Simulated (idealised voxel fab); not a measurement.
process module | voxel fin reveal
cross-section cut | 250 nm wide | cells 5 nm
A cross-section is a grid of square cells, given in bands from the top down. A band is one or more rows of cells.
Each band's line starts with the height of the band's top and of its bottom, in nm. Then come its materials from left to right, each with its width in nm. One material with "throughout" fills the band from edge to edge. "air" is empty space.
Height 0 is the level under which the wafer as received is all one material. The lowest band goes on downwards, as in "0 down".
A width such as "30 to 40" changes by the same amount from each row of cells to the next, from the band's top row to its bottom row.
"no change" after a step means that no cell of the cross-section changed.
closed voids: empty space of 8 cells or more with no open way to the top, each as width x height at its distance from the left edge, in nm
after a step's settings: what the simulator itself notes on the step
overlay nm, on a step with a mask: how far to the right of its planned place the mask lay; to the left if negative
plan
1 op RECEIVE | material Si
2 op CONFORMAL_DEP | material SiN | thk nm 5
3 op DIRECTIONAL_DEP | material aC | thk nm 15
4 op PATTERN | tone cover | mask id FINS | material resist | width nm 15 | pitch nm 35 | thk nm 35 | overlay nm 0
5 op DIRECTIONAL_ETCH | etch materials aC | depth nm 15
6 op STRIP | etch materials resist
7 op DIRECTIONAL_ETCH | etch materials SiN | depth nm 5
8 op DIRECTIONAL_ETCH | etch materials Si | depth nm 30
9 op STRIP | etch materials aC
10 op OXIDIZE | depth nm 5
11 op FILL_DEP | material SiO2 | thk nm 15
12 op CMP | height nm 5
13 op SELECTIVE_ETCH | etch materials SiO2 | depth nm 15
14 op STRIP | etch materials SiN
first wafer, as planned
as received, after step 1
  0 down: Si throughout
  closed voids: none
after step 2
  5 to 0: SiN throughout
  below 0: unchanged
after step 3
  20 to 5: aC throughout
  below 5: unchanged
after step 4
  55 to 20: air 65 | resist 15 | air 20 | resist 15 | air 20 | resist 15 | air 20 | resist 15 | air 65
  below 20: unchanged
after step 5
  40 to 20: air 65 | resist 15 | air 20 | resist 15 | air 20 | resist 15 | air 20 | resist 15 | air 65
  20 to 5: air 65 | aC 15 | air 20 | aC 15 | air 20 | aC 15 | air 20 | aC 15 | air 65
  below 5: unchanged
after step 6
  20 to 5: air 65 | aC 15 | air 20 | aC 15 | air 20 | aC 15 | air 20 | aC 15 | air 65
  below 5: unchanged
after step 7
  20 to 5: air 65 | aC 15 | air 20 | aC 15 | air 20 | aC 15 | air 20 | aC 15 | air 65
  5 to 0: air 65 | SiN 15 | air 20 | SiN 15 | air 20 | SiN 15 | air 20 | SiN 15 | air 65
  below 0: unchanged
after step 8
  20 to 5: air 65 | aC 15 | air 20 | aC 15 | air 20 | aC 15 | air 20 | aC 15 | air 65
  5 to 0: air 65 | SiN 15 | air 20 | SiN 15 | air 20 | SiN 15 | air 20 | SiN 15 | air 65
  0 to -30: air 65 | Si 15 | air 20 | Si 15 | air 20 | Si 15 | air 20 | Si 15 | air 65
  below -30: unchanged
after step 9
  5 to 0: air 65 | SiN 15 | air 20 | SiN 15 | air 20 | SiN 15 | air 20 | SiN 15 | air 65
  below 0: unchanged
after step 10
  5 to 0: air 65 | SiN 15 | air 20 | SiN 15 | air 20 | SiN 15 | air 20 | SiN 15 | air 65
  0 to -30: air 65 | SiO2 5 | Si 5 | SiO2 5 | air 20 | SiO2 5 | Si 5 | SiO2 5 | air 20 | SiO2 5 | Si 5 | SiO2 5 | air 20 | SiO2 5 | Si 5 | SiO2 5 | air 65
  -30 to -35: SiO2 70 | Si 5 | SiO2 30 | Si 5 | SiO2 30 | Si 5 | SiO2 30 | Si 5 | SiO2 70
  below -35: unchanged
after step 11
  20 to 5: SiO2 throughout
  5 to 0: SiO2 65 | SiN 15 | SiO2 20 | SiN 15 | SiO2 20 | SiN 15 | SiO2 20 | SiN 15 | SiO2 65
  0 to -35: SiO2 70 | Si 5 | SiO2 30 | Si 5 | SiO2 30 | Si 5 | SiO2 30 | Si 5 | SiO2 70
  below -35: unchanged
after step 12
  5 to 0: SiO2 65 | SiN 15 | SiO2 20 | SiN 15 | SiO2 20 | SiN 15 | SiO2 20 | SiN 15 | SiO2 65
  below 0: unchanged
after step 13
  5 to 0: air 65 | SiN 15 | air 20 | SiN 15 | air 20 | SiN 15 | air 20 | SiN 15 | air 65
  0 to -10: air 70 | Si 5 | air 30 | Si 5 | air 30 | Si 5 | air 30 | Si 5 | air 70
  below -10: unchanged
after step 14
  0 to -10: air 70 | Si 5 | air 30 | Si 5 | air 30 | Si 5 | air 30 | Si 5 | air 70
  below -10: unchanged
second wafer: like start, like plan, one mistake. Through step 7 it matches the first wafer
when step 8 should have ended
  20 to 5: air 65 | aC 15 | air 20 | aC 15 | air 20 | aC 15 | air 20 | aC 15 | air 65
  5 to 0: air 65 | SiN 15 | air 20 | SiN 15 | air 20 | SiN 15 | air 20 | SiN 15 | air 65
  0 to -60: air 65 | Si 15 | air 20 | Si 15 | air 20 | Si 15 | air 20 | Si 15 | air 65
  below -60: unchanged
when step 9 should have ended
  5 to 0: air 65 | SiN 15 | air 20 | SiN 15 | air 20 | SiN 15 | air 20 | SiN 15 | air 65
  below 0: unchanged
when step 10 should have ended
  5 to 0: air 65 | SiN 15 | air 20 | SiN 15 | air 20 | SiN 15 | air 20 | SiN 15 | air 65
  0 to -60: air 65 | SiO2 5 | Si 5 | SiO2 5 | air 20 | SiO2 5 | Si 5 | SiO2 5 | air 20 | SiO2 5 | Si 5 | SiO2 5 | air 20 | SiO2 5 | Si 5 | SiO2 5 | air 65
  -60 to -65: SiO2 70 | Si 5 | SiO2 30 | Si 5 | SiO2 30 | Si 5 | SiO2 30 | Si 5 | SiO2 70
  below -65: unchanged
when step 11 should have ended
  20 to 5: SiO2 throughout
  5 to 0: SiO2 65 | SiN 15 | SiO2 20 | SiN 15 | SiO2 20 | SiN 15 | SiO2 20 | SiN 15 | SiO2 65
  0 to -65: SiO2 70 | Si 5 | SiO2 30 | Si 5 | SiO2 30 | Si 5 | SiO2 30 | Si 5 | SiO2 70
  below -65: unchanged
when step 12 should have ended
  5 to 0: SiO2 65 | SiN 15 | SiO2 20 | SiN 15 | SiO2 20 | SiN 15 | SiO2 20 | SiN 15 | SiO2 65
  below 0: unchanged
when step 13 should have ended
  5 to 0: air 65 | SiN 15 | air 20 | SiN 15 | air 20 | SiN 15 | air 20 | SiN 15 | air 65
  0 to -10: air 70 | Si 5 | air 30 | Si 5 | air 30 | Si 5 | air 30 | Si 5 | air 70
  below -10: unchanged
when step 14 should have ended
  0 to -10: air 70 | Si 5 | air 30 | Si 5 | air 30 | Si 5 | air 30 | Si 5 | air 70
  below -10: unchanged
what went wrong: step 8 was run twice
at the end the second wafer has, in cells: 276 fewer of Si | 276 more of SiO2
